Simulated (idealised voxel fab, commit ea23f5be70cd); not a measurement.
Documented hereafter: the process module known as voxel self aligned vias.
cross-section cut | 175 nm wide | cells 5 nm
If you're reading a cross-section in this doc, picture square cells in a grid; it comes to you as bands, top ones listed first down to the bottom, and a band can be one or more rows of cells. Look at the band entry: it leads with the top's height and the bottom's height in nm. Then it lists the materials left to right, with a width in nm for each. The word "full width" on a single material says that material fills the band edge to edge. The word "air" is empty space. We count height from 0. Below that, the starting wafer is all one material. The lowest band never ends at the bottom but goes on down; see "0 -> down" for how that is written. Note: "30->40" means the width goes from the first number (top row of the band) to the second number (bottom row) in equal steps per row of cells. Key: "nothing altered" - step with no changed cell in the cross-section. Empty spaces counting at least 8 cells and having no open way to the top are listed in "Enclosed internal cavities". The notation width x height at distance is used for each, the distance being from the left edge and all three values in nm. Where a step's line continues beyond its settings, the continuation is a remark by the simulator itself on that step. "overlay nm" answers the question of how far to the right of plan the mask lay on a step that has a mask, and when it is negative the answer is to the left.

### These are the steps we planned for the process
step 1: RECEIVE (material Si)
step 2: CONFORMAL_DEP (material SiO2; thk nm 10)
step 3: CONFORMAL_DEP (material SiCN; thk nm 5)
step 4: DIRECTIONAL_DEP (material SiO2; thk nm 25)
step 5: MASKED_ETCH (tone open; mask id LINES; width nm 25; pitch nm 65; etch materials SiO2; depth nm 25; overlay nm -15)
step 6: CONFORMAL_DEP (material TiN; thk nm 5)
step 7: FILL_DEP (material Ru; thk nm 5)
step 8: CMP (height nm 40)
step 9: SELECTIVE_ETCH (etch materials W Ru TiN; depth nm 5)
step 10: FILL_DEP (material SiN; thk nm 5)
step 11: CMP (height nm 40)
step 12: DIRECTIONAL_DEP (material SiO2; thk nm 20)
step 13: DIRECTIONAL_DEP (material aC; thk nm 15)
step 14: PATTERN (tone open; mask id VIAS; material resist; width nm 35; thk nm 35; overlay nm 0)
step 15: DIRECTIONAL_ETCH (etch materials aC; depth nm 15)
step 16: STRIP (etch materials resist)
step 17: DIRECTIONAL_ETCH (etch materials SiO2; depth nm 20)
step 18: DIRECTIONAL_ETCH (etch materials SiN; depth nm 5)
step 19: STRIP (etch materials aC)
step 20: CONFORMAL_DEP (material TiN; thk nm 5)
step 21: FILL_DEP (material Cu; thk nm 5)
step 22: CMP (height nm 60)
step 23: CONFORMAL_DEP (material SiCN; thk nm 5)
The overlay nm used in step 5 is not the same on every wafer, whereas the starting condition is; the value printed in the plan is the first wafer's.

### The first of several wafers, as received after step 1, seen in section
	0 -> down | Si full width
	Enclosed internal cavities: none

### Once step 23, the last step, is complete, the module is at its end; this is the cross-section of the first of several wafers
	65 -> 60 | SiCN full width
	60 -> 45 | 35 SiO2 / 5 TiN / 25 Cu / 5 TiN / 105 SiO2
	45 -> 40 | 35 SiO2 / 5 TiN / 5 Cu / 25 TiN / 105 SiO2
	40 -> 35 | 25 SiO2 / 10 SiN / 15 TiN / 40 SiO2 / 25 SiN / 60 SiO2
	35 -> 20 | 25 SiO2 / 5 TiN / 15 Ru / 5 TiN / 40 SiO2 / 5 TiN / 15 Ru / 5 TiN / 60 SiO2
	20 -> 15 | 25 SiO2 / 25 TiN / 40 SiO2 / 25 TiN / 60 SiO2
	15 -> 10 | SiCN full width
	10 -> 0 | SiO2 full width
	0 -> down | Si full width
	Enclosed internal cavities: none

### X-section, last wafer, module end
	65 -> 60 | SiCN full width
	60 -> 45 | 35 SiO2 / 5 TiN / 25 Cu / 5 TiN / 105 SiO2
	45 -> 40 | 35 SiO2 / 25 TiN / 5 Cu / 5 TiN / 105 SiO2
	40 -> 35 | 55 SiO2 / 15 TiN / 10 SiN / 40 SiO2 / 25 SiN / 30 SiO2
	35 -> 20 | 55 SiO2 / 5 TiN / 15 Ru / 5 TiN / 40 SiO2 / 5 TiN / 15 Ru / 5 TiN / 30 SiO2
	20 -> 15 | 55 SiO2 / 25 TiN / 40 SiO2 / 25 TiN / 30 SiO2
	15 -> 10 | SiCN full width
	10 -> 0 | SiO2 full width
	0 -> down | Si full width
	Enclosed internal cavities: none

### Basically each wafer gets a line in the table, showing it at the end of the module: material by material, the cells it gained (+) or lost (-) since we got it, then its closed voids
overlay nm -15 | +16 Cu | +18 Ru | +70 SiCN | +7 SiN | +307 SiO2 | +37 TiN | Enclosed internal cavities: none
overlay nm -10 | +17 Cu | +18 Ru | +70 SiCN | +6 SiN | +307 SiO2 | +37 TiN | Enclosed internal cavities: none
overlay nm -5 | +18 Cu | +18 Ru | +70 SiCN | +5 SiN | +307 SiO2 | +37 TiN | Enclosed internal cavities: none
overlay nm 0 | +18 Cu | +18 Ru | +70 SiCN | +5 SiN | +307 SiO2 | +37 TiN | Enclosed internal cavities: none
overlay nm 5 | +18 Cu | +18 Ru | +70 SiCN | +5 SiN | +307 SiO2 | +37 TiN | Enclosed internal cavities: none
overlay nm 10 | +17 Cu | +18 Ru | +70 SiCN | +6 SiN | +307 SiO2 | +37 TiN | Enclosed internal cavities: none
overlay nm 15 | +16 Cu | +18 Ru | +70 SiCN | +7 SiN | +307 SiO2 | +37 TiN | Enclosed internal cavities: none
